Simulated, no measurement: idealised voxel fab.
The following process module bears the name voxel self aligned contacts.
Cross-sectional view cut (width: 215 nm; square cell size: 5 nm).
Notation: cross-section as square-cell grid; stated in bands, top first, going down; one or more cell rows per band.
Band: top height; bottom height; in nm. Then, left to right: material with width in nm, for each material. "all across": a single material spanning edge to edge. "blank": empty space.
The level at which height equals 0 is the one under which the wafer, as it arrives, is entirely one material. No lower edge exists for the bottom band, which continues downward and is notated as in "from 0 down".
Width spec "30 to 40" -> top row of cells at first value, bottom row at second value, equal per-row change in between.
A step reported as "nothing different" is a step in which no cell of the cross-section changed.
For the entry "closed voids", the listed items are empty spaces with no open way to the top whose size is 8 cells or more; each item follows the pattern width x height at distance, where distance is from the left edge and all three are in nm.
Formally, on a step line, whatever follows the settings is a remark that the simulator itself makes on the step.
For masked steps, "overlay nm" on the step line gives how far right of plan the mask actually lay; a minus sign means it lay to the left.
**Process steps (planned)**
| 1 | RECEIVE,material Si |
| 2 | CONFORMAL_DEP,material SiO2,thk nm 5 |
| 3 | DIRECTIONAL_DEP,material polySi,thk nm 30 |
| 4 | DIRECTIONAL_DEP,material SiN,thk nm 25 |
| 5 | PATTERN,tone cover,mask id GATE,material resist,width nm 30,pitch nm 70,thk nm 15,overlay nm 0 |
| 6 | DIRECTIONAL_ETCH,etch materials SiN,depth nm 25 |
| 7 | DIRECTIONAL_ETCH,etch materials polySi,depth nm 30 |
| 8 | STRIP,etch materials resist |
| 9 | CONFORMAL_DEP,material SiN,thk nm 10 |
| 10 | DIRECTIONAL_ETCH,etch materials SiN,depth nm 10 |
| 11 | FILL_DEP,material SiO2,thk nm 10 |
| 12 | CMP,height nm 65 |
| 13 | DIRECTIONAL_DEP,material aC,thk nm 15 |
| 14 | PATTERN,tone open,mask id CONTACT,material resist,width nm 50,pitch nm 70,thk nm 35,overlay nm 0 |
| 15 | DIRECTIONAL_ETCH,etch materials aC,depth nm 15 |
| 16 | STRIP,etch materials resist |
| 17 | DIRECTIONAL_ETCH,etch materials SiO2,depth nm 65 |
| 18 | STRIP,etch materials aC |
| 19 | CONFORMAL_DEP,material TiN,thk nm 5 |
| 20 | FILL_DEP,material W,thk nm 10 |
| 21 | CMP,height nm 65 |
| 22 | CONFORMAL_DEP,material SiN,thk nm 5 |
**The first wafer of two, processed as planned**
**As-received state of the wafer in cross-section, equivalent to post-step 1**
  from 0 down = Si all across
  closed voids: none
**Cross-section: wafer state after step 2**
  from 5 to 0 = SiO2 all across
  All layers under 0 are left as they were.
**Cross-section: wafer state after step 3**
  from 35 to 5 = polySi all across
  All layers under 5 are left as they were.
**Cross-section: wafer state after step 4**
  from 60 to 35 = SiN all across
  All layers under 35 are left as they were.
**Cross-section: wafer state after step 5**
  from 75 to 60 = blank (20), resist (30), blank (40), resist (30), blank (40), resist (30), blank (25)
  All layers under 60 are left as they were.
**Cross-section: wafer state after step 6**
  from 75 to 60 = blank (20), resist (30), blank (40), resist (30), blank (40), resist (30), blank (25)
  from 60 to 35 = blank (20), SiN (30), blank (40), SiN (30), blank (40), SiN (30), blank (25)
  All layers under 35 are left as they were.
**Cross-section: wafer state after step 7**
  from 75 to 60 = blank (20), resist (30), blank (40), resist (30), blank (40), resist (30), blank (25)
  from 60 to 35 = blank (20), SiN (30), blank (40), SiN (30), blank (40), SiN (30), blank (25)
  from 35 to 5 = blank (20), polySi (30), blank (40), polySi (30), blank (40), polySi (30), blank (25)
  All layers under 5 are left as they were.
**Cross-section: wafer state after step 8**
  from 60 to 35 = blank (20), SiN (30), blank (40), SiN (30), blank (40), SiN (30), blank (25)
  All layers under 35 are left as they were.
**Cross-section: wafer state after step 9**
  from 70 to 35 = blank (10), SiN (50), blank (20), SiN (50), blank (20), SiN (50), blank (15)
  from 35 to 15 = blank (10), SiN (10), polySi (30), SiN (10), blank (20), SiN (10), polySi (30), SiN (10), blank (20), SiN (10), polySi (30), SiN (10), blank (15)
  from 15 to 5 = SiN (20), polySi (30), SiN (40), polySi (30), SiN (40), polySi (30), SiN (25)
  All layers under 5 are left as they were.
**Cross-section: wafer state after step 10**
  from 60 to 35 = blank (10), SiN (50), blank (20), SiN (50), blank (20), SiN (50), blank (15)
  from 35 to 5 = blank (10), SiN (10), polySi (30), SiN (10), blank (20), SiN (10), polySi (30), SiN (10), blank (20), SiN (10), polySi (30), SiN (10), blank (15)
  All layers under 5 are left as they were.
**Cross-section: wafer state after step 11**
  from 70 to 60 = SiO2 all across
  from 60 to 35 = SiO2 (10), SiN (50), SiO2 (20), SiN (50), SiO2 (20), SiN (50), SiO2 (15)
  from 35 to 5 = SiO2 (10), SiN (10), polySi (30), SiN (10), SiO2 (20), SiN (10), polySi (30), SiN (10), SiO2 (20), SiN (10), polySi (30), SiN (10), SiO2 (15)
  All layers under 5 are left as they were.
**Cross-section: wafer state after step 12**
  from 65 to 60 = SiO2 all across
  All layers under 60 are left as they were.
**Cross-section: wafer state after step 13**
  from 80 to 65 = aC all across
  All layers under 65 are left as they were.
**Cross-section: wafer state after step 14**
  from 115 to 80 = resist (45), blank (50), resist (20), blank (50), resist (50)
  All layers under 80 are left as they were.
**Cross-section: wafer state after step 15**
  from 100 to 80 = resist (45), blank (50), resist (20), blank (50), resist (50)
  from 80 to 65 = aC (45), blank (50), aC (20), blank (50), aC (50)
  All layers under 65 are left as they were.
**Cross-section: wafer state after step 16**
  from 80 to 65 = aC (45), blank (50), aC (20), blank (50), aC (50)
  All layers under 65 are left as they were.
**Cross-section: wafer state after step 17**
  from 80 to 65 = aC (45), blank (50), aC (20), blank (50), aC (50)
  from 65 to 60 = SiO2 (45), blank (50), SiO2 (20), blank (50), SiO2 (50)
  from 60 to 35 = SiO2 (10), SiN (50), blank (20), SiN (50), blank (20), SiN (50), SiO2 (15)
  from 35 to 5 = SiO2 (10), SiN (10), polySi (30), SiN (10), blank (20), SiN (10), polySi (30), SiN (10), blank (20), SiN (10), polySi (30), SiN (10), SiO2 (15)
  from 5 to 0 = SiO2 (60), blank (20), SiO2 (50), blank (20), SiO2 (65)
  All layers under 0 are left as they were.
**Cross-section: wafer state after step 18**
  from 65 to 60 = SiO2 (45), blank (50), SiO2 (20), blank (50), SiO2 (50)
  All layers under 60 are left as they were.
**Cross-section: wafer state after step 19**
  from 70 to 65 = TiN (50), blank (40), TiN (30), blank (40), TiN (55)
  from 65 to 60 = SiO2 (45), TiN (20), blank (10), TiN (20), SiO2 (20), TiN (20), blank (10), TiN (20), SiO2 (50)
  from 60 to 35 = SiO2 (10), SiN (50), TiN (5), blank (10), TiN (5), SiN (50), TiN (5), blank (10), TiN (5), SiN (50), SiO2 (15)
  from 35 to 5 = SiO2 (10), SiN (10), polySi (30), SiN (10), TiN (5), blank (10), TiN (5), SiN (10), polySi (30), SiN (10), TiN (5), blank (10), TiN (5), SiN (10), polySi (30), SiN (10), SiO2 (15)
  from 5 to 0 = SiO2 (60), TiN (20), SiO2 (50), TiN (20), SiO2 (65)
  All layers under 0 are left as they were.
**Cross-section: wafer state after step 20**
  from 80 to 70 = W all across
  from 70 to 65 = TiN (50), W (40), TiN (30), W (40), TiN (55)
  from 65 to 60 = SiO2 (45), TiN (20), W (10), TiN (20), SiO2 (20), TiN (20), W (10), TiN (20), SiO2 (50)
  from 60 to 35 = SiO2 (10), SiN (50), TiN (5), W (10), TiN (5), SiN (50), TiN (5), W (10), TiN (5), SiN (50), SiO2 (15)
  from 35 to 5 = SiO2 (10), SiN (10), polySi (30), SiN (10), TiN (5), W (10), TiN (5), SiN (10), polySi (30), SiN (10), TiN (5), W (10), TiN (5), SiN (10), polySi (30), SiN (10), SiO2 (15)
  All layers under 5 are left as they were.
**Cross-section: wafer state after step 21**
  from 65 to 60 = SiO2 (45), TiN (20), W (10), TiN (20), SiO2 (20), TiN (20), W (10), TiN (20), SiO2 (50)
  All layers under 60 are left as they were.
**Cross-section: wafer state after step 22**
  from 70 to 65 = SiN all across
  All layers under 65 are left as they were.
**second wafer: like start, like plan, one mistake. Through step 4 it matches the first wafer**
**X-section, second wafer, when step 5 was due to finish**
  from 75 to 60 = blank (15), resist (30), blank (40), resist (30), blank (40), resist (30), blank (30)
  All layers under 60 are left as they were.
**X-section, second wafer, when step 6 was due to finish**
  from 75 to 60 = blank (15), resist (30), blank (40), resist (30), blank (40), resist (30), blank (30)
  from 60 to 35 = blank (15), SiN (30), blank (40), SiN (30), blank (40), SiN (30), blank (30)
  All layers under 35 are left as they were.
**X-section, second wafer, when step 7 was due to finish**
  from 75 to 60 = blank (15), resist (30), blank (40), resist (30), blank (40), resist (30), blank (30)
  from 60 to 35 = blank (15), SiN (30), blank (40), SiN (30), blank (40), SiN (30), blank (30)
  from 35 to 5 = blank (15), polySi (30), blank (40), polySi (30), blank (40), polySi (30), blank (30)
  All layers under 5 are left as they were.
**X-section, second wafer, when step 8 was due to finish**
  from 60 to 35 = blank (15), SiN (30), blank (40), SiN (30), blank (40), SiN (30), blank (30)
  All layers under 35 are left as they were.
**X-section, second wafer, when step 9 was due to finish**
  from 70 to 35 = blank (5), SiN (50), blank (20), SiN (50), blank (20), SiN (50), blank (20)
  from 35 to 15 = blank (5), SiN (10), polySi (30), SiN (10), blank (20), SiN (10), polySi (30), SiN (10), blank (20), SiN (10), polySi (30), SiN (10), blank (20)
  from 15 to 5 = SiN (15), polySi (30), SiN (40), polySi (30), SiN (40), polySi (30), SiN (30)
  All layers under 5 are left as they were.
**X-section, second wafer, when step 10 was due to finish**
  from 60 to 35 = blank (5), SiN (50), blank (20), SiN (50), blank (20), SiN (50), blank (20)
  from 35 to 5 = blank (5), SiN (10), polySi (30), SiN (10), blank (20), SiN (10), polySi (30), SiN (10), blank (20), SiN (10), polySi (30), SiN (10), blank (20)
  All layers under 5 are left as they were.
**X-section, second wafer, when step 11 was due to finish**
  from 70 to 60 = SiO2 all across
  from 60 to 35 = SiO2 (5), SiN (50), SiO2 (20), SiN (50), SiO2 (20), SiN (50), SiO2 (20)
  from 35 to 5 = SiO2 (5), SiN (10), polySi (30), SiN (10), SiO2 (20), SiN (10), polySi (30), SiN (10), SiO2 (20), SiN (10), polySi (30), SiN (10), SiO2 (20)
  All layers under 5 are left as they were.
**X-section, second wafer, when step 12 was due to finish**
  from 65 to 60 = SiO2 all across
  All layers under 60 are left as they were.
**X-section, second wafer, when step 13 was due to finish**
  from 80 to 65 = aC all across
  All layers under 65 are left as they were.
**X-section, second wafer, when step 14 was due to finish**
  from 115 to 80 = resist (45), blank (50), resist (20), blank (50), resist (50)
  All layers under 80 are left as they were.
**X-section, second wafer, when step 15 was due to finish**
  from 100 to 80 = resist (45), blank (50), resist (20), blank (50), resist (50)
  from 80 to 65 = aC (45), blank (50), aC (20), blank (50), aC (50)
  All layers under 65 are left as they were.
**X-section, second wafer, when step 16 was due to finish**
  from 80 to 65 = aC (45), blank (50), aC (20), blank (50), aC (50)
  All layers under 65 are left as they were.
**X-section, second wafer, when step 17 was due to finish**
  from 80 to 65 = aC (45), blank (50), aC (20), blank (50), aC (50)
  from 65 to 60 = SiO2 (45), blank (50), SiO2 (20), blank (50), SiO2 (50)
  from 60 to 35 = SiO2 (5), SiN (50), blank (20), SiN (50), blank (20), SiN (50), SiO2 (20)
  from 35 to 5 = SiO2 (5), SiN (10), polySi (30), SiN (10), blank (20), SiN (10), polySi (30), SiN (10), blank (20), SiN (10), polySi (30), SiN (10), SiO2 (20)
  from 5 to 0 = SiO2 (55), blank (20), SiO2 (50), blank (20), SiO2 (70)
  All layers under 0 are left as they were.
**X-section, second wafer, when step 18 was due to finish**
  from 65 to 60 = SiO2 (45), blank (50), SiO2 (20), blank (50), SiO2 (50)
  All layers under 60 are left as they were.
**X-section, second wafer, when step 19 was due to finish**
  from 70 to 65 = TiN (50), blank (40), TiN (30), blank (40), TiN (55)
  from 65 to 60 = SiO2 (45), TiN (15), blank (10), TiN (25), SiO2 (20), TiN (15), blank (10), TiN (25), SiO2 (50)
  from 60 to 35 = SiO2 (5), SiN (50), TiN (5), blank (10), TiN (5), SiN (50), TiN (5), blank (10), TiN (5), SiN (50), SiO2 (20)
  from 35 to 5 = SiO2 (5), SiN (10), polySi (30), SiN (10), TiN (5), blank (10), TiN (5), SiN (10), polySi (30), SiN (10), TiN (5), blank (10), TiN (5), SiN (10), polySi (30), SiN (10), SiO2 (20)
  from 5 to 0 = SiO2 (55), TiN (20), SiO2 (50), TiN (20), SiO2 (70)
  All layers under 0 are left as they were.
**X-section, second wafer, when step 20 was due to finish**
  from 80 to 70 = W all across
  from 70 to 65 = TiN (50), W (40), TiN (30), W (40), TiN (55)
  from 65 to 60 = SiO2 (45), TiN (15), W (10), TiN (25), SiO2 (20), TiN (15), W (10), TiN (25), SiO2 (50)
  from 60 to 35 = SiO2 (5), SiN (50), TiN (5), W (10), TiN (5), SiN (50), TiN (5), W (10), TiN (5), SiN (50), SiO2 (20)
  from 35 to 5 = SiO2 (5), SiN (10), polySi (30), SiN (10), TiN (5), W (10), TiN (5), SiN (10), polySi (30), SiN (10), TiN (5), W (10), TiN (5), SiN (10), polySi (30), SiN (10), SiO2 (20)
  All layers under 5 are left as they were.
**X-section, second wafer, when step 21 was due to finish**
  from 65 to 60 = SiO2 (45), TiN (15), W (10), TiN (25), SiO2 (20), TiN (15), W (10), TiN (25), SiO2 (50)
  All layers under 60 are left as they were.
**X-section, second wafer, when step 22 was due to finish**
  from 70 to 65 = SiN all across
  All layers under 65 are left as they were.
Finding, execution versus plan: step 5 was processed under conditions differing from the plan, specifically as PATTERN,tone cover,mask id GATE,material resist,width nm 30,pitch nm 70,thk nm 15,overlay nm -5
The two final wafers agree on how many cells each material fills and disagree on which cells those are.
